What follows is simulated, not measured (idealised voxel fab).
Name of the process module below: voxel trench capacitor
Pictured: cross-section cut, 265 nm wide, on a grid of 5 nm square cells.
We lay out every cross-section as a grid of square cells and spell it out in bands from the top down, where one band means one or more rows of cells.
It is stipulated that each band's entry specify, in nanometres, the height of the top of the band and then that of its bottom, followed by the materials of the band in left-to-right sequence, each together with its width in nanometres. A single material marked by the word "full width" is understood to fill the band from edge to edge; the word "empty" is understood to denote empty space.
Heights from 0 (as-received wafer is one material below). Bottom band endless downward, as "from 0 down".
You'd read "30..40" like this: the band's top row of cells is as wide as the first number, its bottom row is as wide as the second, and going down, every row changes width by the same amount as the row before did.
"nothing was modified" (step): cross-section cells unchanged, all of them.
If an empty space has no open way to the top and is at least 8 cells in size, "Catalogued sealed voids" lists it, written width x height at distance, where distance is measured from the left edge and every value is in nm.
It should be noted that, on the line of a given step, the content following the step's settings is a remark produced by the simulator itself with respect to that step.
Regarding "overlay nm": on a step with a mask, it is the distance the mask lay to the right of its planned place; a negative value places it to the left.

# Intended process steps
1 RECEIVE | material Si
2 CONFORMAL_DEP | material SiN | thk nm 10
3 PATTERN | tone open | mask id TRENCH | material resist | width nm 30 | pitch nm 45 | thk nm 15 | overlay nm 0
4 DIRECTIONAL_ETCH | etch materials SiN | depth nm 10
5 DIRECTIONAL_ETCH | etch materials Si | depth nm 40
6 STRIP | etch materials resist
7 CONFORMAL_DEP | material HfO2 | thk nm 5
8 CONFORMAL_DEP | material TiN | thk nm 5
9 FILL_DEP | material W | thk nm 5
10 CMP | height nm 10

# This is the cross-section of the wafer as we received it, i.e. after step 1
* from 0 down: Si full width
* Catalogued sealed voids: none

# Cross-section, first of two wafers, end of module, run as planned
* from 10 to 0: SiN 70 nm, then HfO2 5 nm, then TiN 5 nm, then W 10 nm, then TiN 5 nm, then HfO2 5 nm, then SiN 15 nm, then HfO2 5 nm, then TiN 5 nm, then W 10 nm, then TiN 5 nm, then HfO2 5 nm, then SiN 15 nm, then HfO2 5 nm, then TiN 5 nm, then W 10 nm, then TiN 5 nm, then HfO2 5 nm, then SiN 75 nm
* from 0 to -30: Si 70 nm, then HfO2 5 nm, then TiN 5 nm, then W 10 nm, then TiN 5 nm, then HfO2 5 nm, then Si 15 nm, then HfO2 5 nm, then TiN 5 nm, then W 10 nm, then TiN 5 nm, then HfO2 5 nm, then Si 15 nm, then HfO2 5 nm, then TiN 5 nm, then W 10 nm, then TiN 5 nm, then HfO2 5 nm, then Si 75 nm
* from -30 to -35: Si 70 nm, then HfO2 5 nm, then TiN 20 nm, then HfO2 5 nm, then Si 15 nm, then HfO2 5 nm, then TiN 20 nm, then HfO2 5 nm, then Si 15 nm, then HfO2 5 nm, then TiN 20 nm, then HfO2 5 nm, then Si 75 nm
* from -35 to -40: Si 70 nm, then HfO2 30 nm, then Si 15 nm, then HfO2 30 nm, then Si 15 nm, then HfO2 30 nm, then Si 75 nm
* from -40 down: Si full width
* Catalogued sealed voids: none

# Second wafer of the two, sectioned at the end of the module. It began like the first and followed the same plan, but one mistake was made while running it
* from 10 to 0: SiN 70 nm, then TiN 10 nm, then W 10 nm, then TiN 10 nm, then SiN 15 nm, then TiN 10 nm, then W 10 nm, then TiN 10 nm, then SiN 15 nm, then TiN 10 nm, then W 10 nm, then TiN 10 nm, then SiN 75 nm
* from 0 to -30: Si 70 nm, then TiN 10 nm, then W 10 nm, then TiN 10 nm, then Si 15 nm, then TiN 10 nm, then W 10 nm, then TiN 10 nm, then Si 15 nm, then TiN 10 nm, then W 10 nm, then TiN 10 nm, then Si 75 nm
* from -30 to -40: Si 70 nm, then TiN 30 nm, then Si 15 nm, then TiN 30 nm, then Si 15 nm, then TiN 30 nm, then Si 75 nm
* from -40 down: Si full width
* Catalogued sealed voids: none
Want to know what went wrong? step 7 did not happen as planned, as run it was CONFORMAL_DEP | material TiN | thk nm 5
at the end the second wafer has, in cells: 72 fewer of HfO2 | 72 more of TiN
